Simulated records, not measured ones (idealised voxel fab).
Herein follows the process module entitled voxel quadruple lines.
Xsec cut, 265 nm wide, square cell size 5 nm.
Notation: cross-section as square-cell grid; stated in bands, top first, going down; one or more cell rows per band. Read a band's entry like this: the first values are the height of its top and the height of its bottom in nm, and what follows is the sequence of materials from left to right, each with its width in nm. Note that "empty" is empty space, and that a single material marked "edge to edge" reaches across the band from edge to edge. A quick word on heights: they are counted from 0, and under that level the wafer as it came to us is one material throughout. The lowest band is different from the rest in having no bottom; it simply continues downward, written as in "0..down". The expression "30->40" gives the width at the extremes of the band, the first number at its top row of cells and the second at its bottom row, with the width changing by equal amounts from each row to the next in between. For the purposes of this document, the phrase "everything unchanged" attached to a step denotes that no cell within the cross-section was modified by that step. What "closed voids" gives you is every empty space of 8 cells or more that is cut off from the top. Each appears as width x height at distance, with the distance taken from the left edge and width, height and distance all in nm. Anything after a step's settings on that line? It's the simulator's own note about the step. A step's line can hold "overlay nm"; with a mask on that step, the setting says how far right of the planned place the mask lay, while a negative setting says it lay to the left.

**Listed below are the process steps as planned**
| 1 | RECEIVE, material Si |
| 2 | CONFORMAL_DEP, material SiO2, thk nm 5 |
| 3 | DIRECTIONAL_DEP, material TiN, thk nm 10 |
| 4 | DIRECTIONAL_DEP, material polySi, thk nm 15 |
| 5 | DIRECTIONAL_DEP, material aC, thk nm 25 |
| 6 | PATTERN, tone cover, mask id MANDREL, material resist, width nm 25, pitch nm 80, thk nm 30, overlay nm -15 |
| 7 | DIRECTIONAL_ETCH, etch materials aC, depth nm 25 |
| 8 | STRIP, etch materials resist |
| 9 | CONFORMAL_DEP, material SiO2, thk nm 15 |
| 10 | DIRECTIONAL_ETCH, etch materials SiO2, depth nm 15 |
| 11 | STRIP, etch materials aC |
| 12 | DIRECTIONAL_ETCH, etch materials polySi, depth nm 15 |
| 13 | STRIP, etch materials SiO2 |
| 14 | CONFORMAL_DEP, material SiCN, thk nm 5 |
| 15 | DIRECTIONAL_ETCH, etch materials SiCN, depth nm 5 |
| 16 | STRIP, etch materials polySi |
| 17 | DIRECTIONAL_ETCH, etch materials TiN, depth nm 10 |
| 18 | STRIP, etch materials SiCN |
Wafers differ in overlay nm at step 6; plan lists the first wafer's value; identical starting state.

**After step 1, as received: first of several wafers, cross-section**
    0..down | Si edge to edge
    closed voids: none

**first wafer at the end, after step 18**
    15..5 | 45 nm empty  5 nm TiN  15 nm empty  5 nm TiN  15 nm empty  5 nm TiN  15 nm empty  5 nm TiN  15 nm empty  5 nm TiN  15 nm empty  5 nm TiN  15 nm empty  5 nm TiN  15 nm empty  5 nm TiN  75 nm empty
    5..0 | SiO2 edge to edge
    0..down | Si edge to edge
    closed voids: none

**Wafer cross-section (last wafer, module end)**
    15..5 | 75 nm empty  5 nm TiN  15 nm empty  5 nm TiN  15 nm empty  5 nm TiN  15 nm empty  5 nm TiN  15 nm empty  5 nm TiN  15 nm empty  5 nm TiN  15 nm empty  5 nm TiN  15 nm empty  5 nm TiN  45 nm empty
    5..0 | SiO2 edge to edge
    0..down | Si edge to edge
    closed voids: none

**Heads up, this table goes wafer by wafer. A row tells you, at the end of the module, how many cells of each material that wafer has put on (+) or dropped (-) since it was received, and then its closed voids**
overlay nm -15; +53 SiO2; +16 TiN; closed voids: none
overlay nm -10; +53 SiO2; +16 TiN; closed voids: none
overlay nm -5; +53 SiO2; +16 TiN; closed voids: none
overlay nm 0; +53 SiO2; +16 TiN; closed voids: none
overlay nm 5; +53 SiO2; +16 TiN; closed voids: none
overlay nm 10; +53 SiO2; +16 TiN; closed voids: none
overlay nm 15; +53 SiO2; +16 TiN; closed voids: none
